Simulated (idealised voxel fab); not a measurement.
process module | voxel local oxidation
cross-section cut | 255 nm wide | cells 5 nm
A cross-section is a grid of square cells, given in bands from the top down. A band is one or more rows of cells.
Each band's line starts with the height of the band's top and of its bottom, in nm. Then come its materials from left to right, each with its width in nm. One material with "throughout" fills the band from edge to edge. "air" is empty space.
Height 0 is the level under which the wafer as received is all one material. The lowest band goes on downwards, as in "0 down".
A width such as "30 to 40" changes by the same amount from each row of cells to the next, from the band's top row to its bottom row.
"no change" after a step means that no cell of the cross-section changed.
closed voids: empty space of 8 cells or more with no open way to the top, each as width x height at its distance from the left edge, in nm
after a step's settings: what the simulator itself notes on the step
overlay nm, on a step with a mask: how far to the right of its planned place the mask lay; to the left if negative
plan
1 op RECEIVE | material Si
2 op CONFORMAL_DEP | material SiO2 | thk nm 5
3 op CONFORMAL_DEP | material SiN | thk nm 15
4 op DIRECTIONAL_DEP | material aC | thk nm 15
5 op PATTERN | tone cover | mask id ACTIVE | material resist | width nm 130 | thk nm 35 | overlay nm -15
6 op DIRECTIONAL_ETCH | etch materials aC | depth nm 15
7 op STRIP | etch materials resist
8 op DIRECTIONAL_ETCH | etch materials SiN | depth nm 15
9 op STRIP | etch materials aC
10 op SELECTIVE_ETCH | etch materials SiO2 | depth nm 5
11 op OXIDIZE | depth nm 15
12 op STRIP | etch materials SiN
varied across the wafers: overlay nm of step 5. The plan shows the first wafer's value. All wafers start alike
first wafer as received, after step 1
  0 down: Si throughout
  closed voids: none
first wafer at the end, after step 12
  5 to 0: air 50 | SiO2 120 | air 85
  0 to -15: SiO2 65 | Si 90 | SiO2 100
  -15 down: Si throughout
  closed voids: none
last wafer at the end
  5 to 0: air 80 | SiO2 120 | air 55
  0 to -15: SiO2 95 | Si 90 | SiO2 70
  -15 down: Si throughout
  closed voids: none
each wafer at the end: cells of each material gained (+) or lost (-) since it was received, then its closed voids
overlay nm -15 | -99 Si | +123 SiO2 | closed voids: none
overlay nm -10 | -99 Si | +123 SiO2 | closed voids: none
overlay nm -5 | -99 Si | +123 SiO2 | closed voids: none
overlay nm 0 | -99 Si | +123 SiO2 | closed voids: none
overlay nm 5 | -99 Si | +123 SiO2 | closed voids: none
overlay nm 10 | -99 Si | +123 SiO2 | closed voids: none
overlay nm 15 | -99 Si | +123 SiO2 | closed voids: none
